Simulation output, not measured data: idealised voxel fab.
Process module, titled voxel self aligned contacts
Section shown: cut. Width: 235 nm. Cell size: 5 nm, square.
If you're reading a cross-section in this doc, picture square cells in a grid; it comes to you as bands, top ones listed first down to the bottom, and a band can be one or more rows of cells. Read a band's entry like this: the first values are the height of its top and the height of its bottom in nm, and what follows is the sequence of materials from left to right, each with its width in nm. Note that "empty" is empty space, and that a single material marked "edge to edge" reaches across the band from edge to edge. Note: height 0 marks the level under which the wafer is uniformly one material as received. Lowest band unbounded below, written "0..down". The notation "30->40" denotes a width that varies across the rows of cells in the band, beginning at the first number in the top row, finishing at the second number in the bottom row, and changing by an identical amount from each row to the next. Any step labelled "remained the same" changed none of the cells in the cross-section. "Entrapped void list" means: voids of 8 cells or more that are shut off from the top with no open way through. Written width x height at distance, distance from the left edge, in nm. Heads up: the bit after the settings on a step's line is the simulator's remark on that step. If you see "overlay nm" on a step's line and that step has a mask, it's telling you how far right of where it was planned the mask ended up; a negative number means it went left instead.
## Planned step list for the process
1,op RECEIVE | material Si
2,op CONFORMAL_DEP | material SiO2 | thk nm 5
3,op DIRECTIONAL_DEP | material polySi | thk nm 30
4,op DIRECTIONAL_DEP | material SiN | thk nm 20
5,op DIRECTIONAL_DEP | material aC | thk nm 15
6,op PATTERN | tone cover | mask id GATE | material resist | width nm 35 | pitch nm 75 | thk nm 30 | overlay nm 0
7,op DIRECTIONAL_ETCH | etch materials aC | depth nm 15
8,op STRIP | etch materials resist
9,op DIRECTIONAL_ETCH | etch materials SiN | depth nm 20
10,op DIRECTIONAL_ETCH | etch materials polySi | depth nm 30
11,op STRIP | etch materials aC
12,op CONFORMAL_DEP | material SiN | thk nm 10
13,op DIRECTIONAL_ETCH | etch materials SiN | depth nm 10
14,op FILL_DEP | material SiO2 | thk nm 20
15,op CMP | height nm 65
16,op DIRECTIONAL_DEP | material aC | thk nm 15
17,op PATTERN | tone open | mask id CONTACT | material resist | width nm 50 | pitch nm 75 | thk nm 35 | overlay nm 0
18,op DIRECTIONAL_ETCH | etch materials aC | depth nm 15
19,op STRIP | etch materials resist
20,op DIRECTIONAL_ETCH | etch materials SiO2 | depth nm 65
21,op STRIP | etch materials aC
22,op CONFORMAL_DEP | material TiN | thk nm 5
23,op FILL_DEP | material W | thk nm 10
24,op CMP | height nm 65
25,op CONFORMAL_DEP | material SiCN | thk nm 5
## Shown in cross-section is the wafer as received, that is, as it stands after step 1
0..down: Si edge to edge
Entrapped void list: none
## As-planned run: cross-section of the first of two wafers at end of module
70..65: SiCN edge to edge
65..55: SiO2 55; TiN 5->20; W 40->10; TiN 5->20; SiO2 25; TiN 5->20; W 40->10; TiN 5->20; SiO2 55
55..35: SiO2 15; SiN 55; TiN 5; W 10; TiN 5; SiN 55; TiN 5; W 10; TiN 5; SiN 55; SiO2 15
35..5: SiO2 15; SiN 10; polySi 35; SiN 10; TiN 5; W 10; TiN 5; SiN 10; polySi 35; SiN 10; TiN 5; W 10; TiN 5; SiN 10; polySi 35; SiN 10; SiO2 15
5..0: SiO2 70; TiN 20; SiO2 55; TiN 20; SiO2 70
0..down: Si edge to edge
Entrapped void list: none
## Wafer two cross-section, module end. Start and plan unchanged from wafer one; one mistake made during the run
70..65: SiCN edge to edge
65..60: SiO2 15; SiN 55; TiN 5; W 10; TiN 5; SiN 55; TiN 5; W 10; TiN 5; SiN 55; SiO2 15
60..55: SiO2 15; SiN 55; TiN 20; SiN 55; TiN 20; SiN 55; SiO2 15
55..35: SiN edge to edge
35..5: polySi edge to edge
5..0: SiO2 edge to edge
0..down: Si edge to edge
Entrapped void list: none
Here's what went sideways: step 4 of the plan was executed twice over
Final tally in cells, some materials are higher or lower on the second wafer than on the first: SiN: 50 more; SiO2: 94 fewer; TiN: 56 fewer; W: 56 fewer; polySi: 156 more
